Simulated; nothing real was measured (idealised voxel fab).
process module | voxel self aligned contacts
cross-section cut | 285 nm wide | cells 5 nm
A cross-section is a grid of square cells, given in bands from the top down. A band is one or more rows of cells.
Each band's line starts with the height of the band's top and of its bottom, in nm. Then come its materials from left to right, each with its width in nm. One material with "throughout" fills the band from edge to edge. "air" is empty space.
Height 0 is the level under which the wafer as received is all one material. The lowest band goes on downwards, as in "0 down".
A width such as "30 to 40" changes by the same amount from each row of cells to the next, from the band's top row to its bottom row.
"no change" after a step means that no cell of the cross-section changed.
closed voids: empty space of 8 cells or more with no open way to the top, each as width x height at its distance from the left edge, in nm
after a step's settings: what the simulator itself notes on the step
overlay nm, on a step with a mask: how far to the right of its planned place the mask lay; to the left if negative
plan
1 op RECEIVE | material Si
2 op OXIDIZE | depth nm 5
3 op DIRECTIONAL_DEP | material polySi | thk nm 20
4 op DIRECTIONAL_DEP | material SiN | thk nm 20
5 op DIRECTIONAL_DEP | material aC | thk nm 10
6 op PATTERN | tone cover | mask id GATE | material resist | width nm 25 | pitch nm 55 | thk nm 30 | overlay nm 0
7 op DIRECTIONAL_ETCH | etch materials aC | depth nm 10
8 op STRIP | etch materials resist
9 op DIRECTIONAL_ETCH | etch materials SiN | depth nm 20
10 op DIRECTIONAL_ETCH | etch materials polySi | depth nm 20
11 op STRIP | etch materials aC
12 op CONFORMAL_DEP | material SiN | thk nm 5
13 op DIRECTIONAL_ETCH | etch materials SiN | depth nm 5
14 op FILL_DEP | material SiO2 | thk nm 10
15 op CMP | height nm 45
16 op PATTERN | tone open | mask id CONTACT | material resist | width nm 40 | pitch nm 55 | thk nm 15 | overlay nm 0
17 op DIRECTIONAL_ETCH | etch materials SiO2 | depth nm 50
18 op STRIP | etch materials resist
19 op CONFORMAL_DEP | material TiN | thk nm 5
20 op FILL_DEP | material W | thk nm 5
21 op CMP | height nm 45
22 op CONFORMAL_DEP | material SiCN | thk nm 5
as received, after step 1
  0 down: Si throughout
  closed voids: none
first wafer at the end, as planned
  50 to 45: SiCN throughout
  45 to 40: SiO2 95 | TiN 15 | W 10 | TiN 15 | SiO2 15 | TiN 15 | W 10 | TiN 15 | SiO2 95
  40 to 20: SiO2 70 | SiN 35 | TiN 5 | W 10 | TiN 5 | SiN 35 | TiN 5 | W 10 | TiN 5 | SiN 35 | SiO2 70
  20 to 0: SiO2 70 | SiN 5 | polySi 25 | SiN 5 | TiN 5 | W 10 | TiN 5 | SiN 5 | polySi 25 | SiN 5 | TiN 5 | W 10 | TiN 5 | SiN 5 | polySi 25 | SiN 5 | SiO2 70
  0 to -5: SiO2 105 | TiN 20 | SiO2 35 | TiN 20 | SiO2 105
  -5 down: Si throughout
  closed voids: none
second wafer at the end: like start, like plan, one mistake
  50 to 45: SiCN throughout
  45 to 40: SiO2 95 | TiN 15 | W 10 | TiN 15 | SiO2 15 | TiN 15 | W 10 | TiN 15 | SiO2 95
  40 to 20: SiO2 70 | SiN 35 | TiN 5 | W 10 | TiN 5 | SiN 35 | TiN 5 | W 10 | TiN 5 | SiN 35 | SiO2 70
  20 to 5: SiO2 70 | SiN 5 | polySi 25 | SiN 5 | TiN 5 | W 10 | TiN 5 | SiN 5 | polySi 25 | SiN 5 | TiN 5 | W 10 | TiN 5 | SiN 5 | polySi 25 | SiN 5 | SiO2 70
  5 to 0: SiO2 70 | SiN 5 | polySi 25 | SiN 5 | TiN 20 | SiN 5 | polySi 25 | SiN 5 | TiN 20 | SiN 5 | polySi 25 | SiN 5 | SiO2 70
  0 down: Si throughout
  closed voids: none
what went wrong: step 2 was left out
at the end the second wafer has, in cells: 57 more of Si | 49 fewer of SiO2 | 4 fewer of TiN | 4 fewer of W
